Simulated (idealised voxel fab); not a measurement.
You're looking at the process module voxel self aligned contacts.
The figure presents cross-section cut, which has a width of 235 nm and is divided into square cells with an edge length of 5 nm.
Heads up, the way a cross-section reads in here is a grid of square cells, handed over as bands from the top down, with every band being one or more rows of cells.
Band: top and bottom heights (nm) first, top before bottom; then materials from left to right, widths in nm. "throughout" marks a sole material filling the band edge to edge. "empty" denotes empty space.
Measure heights from 0. That's the level where, below it, the as-received wafer is all one material. The lowest band is bottomless and extends downward; write it as in "z 0 and below".
It should be noted that a width expressed as "30->40" varies in equal increments from row to row of cells within the band, taking the value of the first number at the top row and that of the second number at the bottom row.
Any step labelled "nothing different" changed none of the cells in the cross-section.
This entry, "Sealed-off cavities", enumerates those empty regions of no fewer than 8 cells that possess no open connection to the top. Each region is reported in the form width x height at distance, the distance being taken from the left edge, with all three quantities expressed in nm.
Text after the settings on a step's line: the simulator's own remark on that step.
The setting "overlay nm" may be written on the line of a step. When the step uses a mask, the value reports how far to the right of the planned place the mask lay, and a negative value reports that it lay to the left.

Planned step list for the process:
1 RECEIVE | material Si
2 OXIDIZE | depth nm 5
3 DIRECTIONAL_DEP | material polySi | thk nm 20
4 DIRECTIONAL_DEP | material SiN | thk nm 15
5 DIRECTIONAL_DEP | material aC | thk nm 15
6 PATTERN | tone cover | mask id GATE | material resist | width nm 35 | pitch nm 60 | thk nm 30 | overlay nm 0
7 DIRECTIONAL_ETCH | etch materials aC | depth nm 15
8 STRIP | etch materials resist
9 DIRECTIONAL_ETCH | etch materials SiN | depth nm 15
10 DIRECTIONAL_ETCH | etch materials polySi | depth nm 20
11 STRIP | etch materials aC
12 CONFORMAL_DEP | material SiN | thk nm 5
13 DIRECTIONAL_ETCH | etch materials SiN | depth nm 5
14 FILL_DEP | material SiO2 | thk nm 10
15 CMP | height nm 40
16 DIRECTIONAL_DEP | material aC | thk nm 10
17 PATTERN | tone open | mask id CONTACT | material resist | width nm 35 | thk nm 30 | overlay nm 0
18 DIRECTIONAL_ETCH | etch materials aC | depth nm 10
19 STRIP | etch materials resist
20 DIRECTIONAL_ETCH | etch materials SiO2 | depth nm 45
21 STRIP | etch materials aC
22 CONFORMAL_DEP | material TiN | thk nm 5
23 FILL_DEP | material Ru | thk nm 10
24 CMP | height nm 40
25 CONFORMAL_DEP | material SiN | thk nm 5

Delivered wafer in cross-section: state after step 1:
* z 0 and below: Si throughout
* Sealed-off cavities: none

The cross-section shown corresponds to the wafer at the conclusion of the module. The initial structure and the process plan are those presented above; however, one mistake occurred in executing the plan:
* z 45 to 40: SiN throughout
* z 40 to 35: 60 Ru, then 40 TiN, then 35 SiO2, then 40 TiN, then 60 Ru
* z 35 to 20: 60 Ru, then 5 TiN, then 45 SiN, then 15 SiO2, then 45 SiN, then 5 TiN, then 60 Ru
* z 20 to 0: 60 Ru, then 5 TiN, then 5 SiN, then 35 polySi, then 5 SiN, then 15 SiO2, then 5 SiN, then 35 polySi, then 5 SiN, then 5 TiN, then 60 Ru
* z 0 to -5: 65 TiN, then 105 SiO2, then 65 TiN
* z -5 and below: Si throughout
* Sealed-off cavities: none
What was the processing mistake? not per plan at step 17, really ran PATTERN | tone cover | mask id CONTACT | material resist | width nm 35 | thk nm 30 | overlay nm 0
